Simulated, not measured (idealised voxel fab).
Herein follows the process module entitled voxel self aligned vias.
It is cross-section cut that appears here, measuring 275 nm in width, its square cells being 5 nm in size.
If you're reading a cross-section in this doc, picture square cells in a grid; it comes to you as bands, top ones listed first down to the bottom, and a band can be one or more rows of cells.
Top, bottom (nm), then materials left to right with widths (nm); lone material tagged "edge to edge" fills the whole band edge to edge; "air" = empty space.
Ref level 0: as-received wafer is one material below here. Bottom band extends down with no lower bound ("0 and below").
With a width like "30 to 40", each row of cells in the band differs from the next by the same amount, the top row carrying the first number and the bottom row the second.
You'll sometimes find "same as before" written for a step, and that's the way of saying that nowhere in the cross-section did a cell change during that step.
What "Enclosed cavities" gives you is every empty space of 8 cells or more that is cut off from the top. Each appears as width x height at distance, with the distance taken from the left edge and width, height and distance all in nm.
Anything after a step's settings on that line? It's the simulator's own note about the step.
overlay nm: mask right of planned place by this much (step with mask). Neg. = left.
The planned process steps are enumerated hereunder
| 1 | RECEIVE: material Si |
| 2 | CONFORMAL_DEP: material SiO2, thk nm 10 |
| 3 | CONFORMAL_DEP: material SiCN, thk nm 5 |
| 4 | DIRECTIONAL_DEP: material SiO2, thk nm 20 |
| 5 | PATTERN: tone open, mask id LINES, material resist, width nm 20, pitch nm 65, thk nm 15, overlay nm 0 |
| 6 | DIRECTIONAL_ETCH: etch materials SiO2, depth nm 20 |
| 7 | STRIP: etch materials resist |
| 8 | CONFORMAL_DEP: material TiN, thk nm 5 |
| 9 | FILL_DEP: material W, thk nm 5 |
| 10 | CMP: height nm 35 |
| 11 | SELECTIVE_ETCH: etch materials W Ru TiN, depth nm 10 |
| 12 | FILL_DEP: material SiN, thk nm 5 |
| 13 | CMP: height nm 35 |
| 14 | DIRECTIONAL_DEP: material SiO2, thk nm 15 |
| 15 | MASKED_ETCH: tone open, mask id VIAS, width nm 40, pitch nm 65, etch materials SiO2, depth nm 15, overlay nm 0 |
| 16 | MASKED_ETCH: tone open, mask id VIAS, width nm 40, pitch nm 65, etch materials SiN, depth nm 10, overlay nm 0 |
| 17 | CONFORMAL_DEP: material TiN, thk nm 5 |
| 18 | FILL_DEP: material Ru, thk nm 10 |
| 19 | CMP: height nm 50 |
| 20 | CONFORMAL_DEP: material SiN, thk nm 5 |
Wafer as received: cross-section following step 1
0 and below = Si edge to edge
Enclosed cavities: none
The first of the two wafers as seen in cross-section once the module was finished; processing followed the plan
55 down to 50 = SiN edge to edge
50 down to 40 = SiO2 50, TiN 5, Ru 30, TiN 5, SiO2 25, TiN 5, Ru 30, TiN 5, SiO2 25, TiN 5, Ru 30, TiN 5, SiO2 55
40 down to 30 = SiO2 50 to 60, TiN 15 to 5, Ru 10, TiN 15 to 5, SiO2 25 to 45, TiN 15 to 5, Ru 10, TiN 15 to 5, SiO2 25 to 45, TiN 15 to 5, Ru 10, TiN 15 to 5, SiO2 55 to 65
30 down to 25 = SiO2 60, TiN 20, SiO2 45, TiN 20, SiO2 45, TiN 20, SiO2 65
25 down to 20 = SiO2 60, TiN 5, W 10, TiN 5, SiO2 45, TiN 5, W 10, TiN 5, SiO2 45, TiN 5, W 10, TiN 5, SiO2 65
20 down to 15 = SiO2 60, TiN 20, SiO2 45, TiN 20, SiO2 45, TiN 20, SiO2 65
15 down to 10 = SiCN edge to edge
10 down to 0 = SiO2 edge to edge
0 and below = Si edge to edge
Enclosed cavities: none
Now the second wafer, cross-sectioned at the end of the module. Nothing different at the start, nothing different in the plan compared with the first, just one mistake when it was actually run
55 down to 50 = SiN edge to edge
50 down to 40 = SiO2 55, TiN 5, Ru 25, TiN 5, SiO2 30, TiN 5, Ru 25, TiN 5, SiO2 30, TiN 5, Ru 25, TiN 5, SiO2 55
40 down to 30 = SiO2 55 to 60, TiN 10 to 5, Ru 10, TiN 15 to 5, SiO2 30 to 45, TiN 10 to 5, Ru 10, TiN 15 to 5, SiO2 30 to 45, TiN 10 to 5, Ru 10, TiN 15 to 5, SiO2 55 to 65
30 down to 25 = SiO2 60, TiN 20, SiO2 45, TiN 20, SiO2 45, TiN 20, SiO2 65
25 down to 20 = SiO2 60, TiN 5, W 10, TiN 5, SiO2 45, TiN 5, W 10, TiN 5, SiO2 45, TiN 5, W 10, TiN 5, SiO2 65
20 down to 15 = SiO2 60, TiN 20, SiO2 45, TiN 20, SiO2 45, TiN 20, SiO2 65
15 down to 10 = SiCN edge to edge
10 down to 0 = SiO2 edge to edge
0 and below = Si edge to edge
Enclosed cavities: none
Finding, execution versus plan: planned and actual differ for step 15; actual: MASKED_ETCH: tone open, mask id VIAS, width nm 35, pitch nm 65, etch materials SiO2, depth nm 15, overlay nm 0
at the end the second wafer has, in cells: Ru -6; SiO2 +9; TiN -3
